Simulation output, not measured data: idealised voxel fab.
This section sets out a process module, namely voxel self aligned contacts.
cross-section cut | 215 nm wide | cells 5 nm
Think of the cross-section as a grid of square cells. We describe it in bands, top to bottom, and each band covers one or more rows of those cells.
Read a band's entry like this: the first values are the height of its top and the height of its bottom in nm, and what follows is the sequence of materials from left to right, each with its width in nm. Note that "blank" is empty space, and that a single material marked "throughout" reaches across the band from edge to edge.
It should be noted that heights are counted from 0, beneath which the wafer as supplied is of one material throughout, and that the lowest band possesses no lower boundary but continues downward, as written in "0..down".
You'd read "30..40" like this: the band's top row of cells is as wide as the first number, its bottom row is as wide as the second, and going down, every row changes width by the same amount as the row before did.
For the purposes of this document, the phrase "same as before" attached to a step denotes that no cell within the cross-section was modified by that step.
Listed in "Closed-off voids": every empty space of 8 or more cells without an open way to the top. Form: width x height at distance, the distance being from the left edge, all in nm.
Where a step's line continues beyond its settings, the continuation is a remark by the simulator itself on that step.
overlay nm: where the mask lay relative to plan, measured to the right, on steps with a mask; negatives go left.

Set out below are the planned steps of the process:
step 1: RECEIVE: material Si
step 2: OXIDIZE: depth nm 5
step 3: DIRECTIONAL_DEP: material polySi, thk nm 20
step 4: DIRECTIONAL_DEP: material SiN, thk nm 20
step 5: MASKED_ETCH: tone cover, mask id GATE, width nm 30, pitch nm 55, etch materials SiN, depth nm 20, overlay nm 0
step 6: MASKED_ETCH: tone cover, mask id GATE, width nm 20, pitch nm 55, etch materials polySi, depth nm 20, overlay nm 0
step 7: CONFORMAL_DEP: material SiN, thk nm 5
step 8: DIRECTIONAL_ETCH: etch materials SiN, depth nm 5
step 9: FILL_DEP: material SiO2, thk nm 15
step 10: CMP: height nm 50
step 11: MASKED_ETCH: tone open, mask id CONTACT, width nm 35, etch materials SiO2, depth nm 55, overlay nm 0
step 12: CONFORMAL_DEP: material TiN, thk nm 5
step 13: FILL_DEP: material Ru, thk nm 10
step 14: CMP: height nm 50
step 15: CONFORMAL_DEP: material SiCN, thk nm 5
Keep in mind the plan's value for the width nm of step 6 comes from the first wafer; the wafers don't share that setting, but they do share the same starting point.

As-received state after step 1, first of several wafers, cross-section:
> 0..down  Si throughout
> Closed-off voids: none

Each row below is a wafer at the end of the module, listing for every material the number of cells it has gained (+) or lost (-) since it was received, followed by its closed voids:
width nm 20; +14 Ru; -43 Si; +43 SiCN; +80 SiN; +304 SiO2; +27 TiN; +48 polySi; Closed-off voids: none
width nm 25; +14 Ru; -43 Si; +43 SiCN; +80 SiN; +304 SiO2; +27 TiN; +48 polySi; Closed-off voids: none
width nm 30; +14 Ru; -43 Si; +43 SiCN; +80 SiN; +304 SiO2; +27 TiN; +48 polySi; Closed-off voids: none
width nm 35; +9 Ru; -43 Si; +43 SiCN; +80 SiN; +301 SiO2; +27 TiN; +56 polySi; Closed-off voids: none
width nm 40; +9 Ru; -43 Si; +43 SiCN; +80 SiN; +298 SiO2; +22 TiN; +64 polySi; Closed-off voids: none
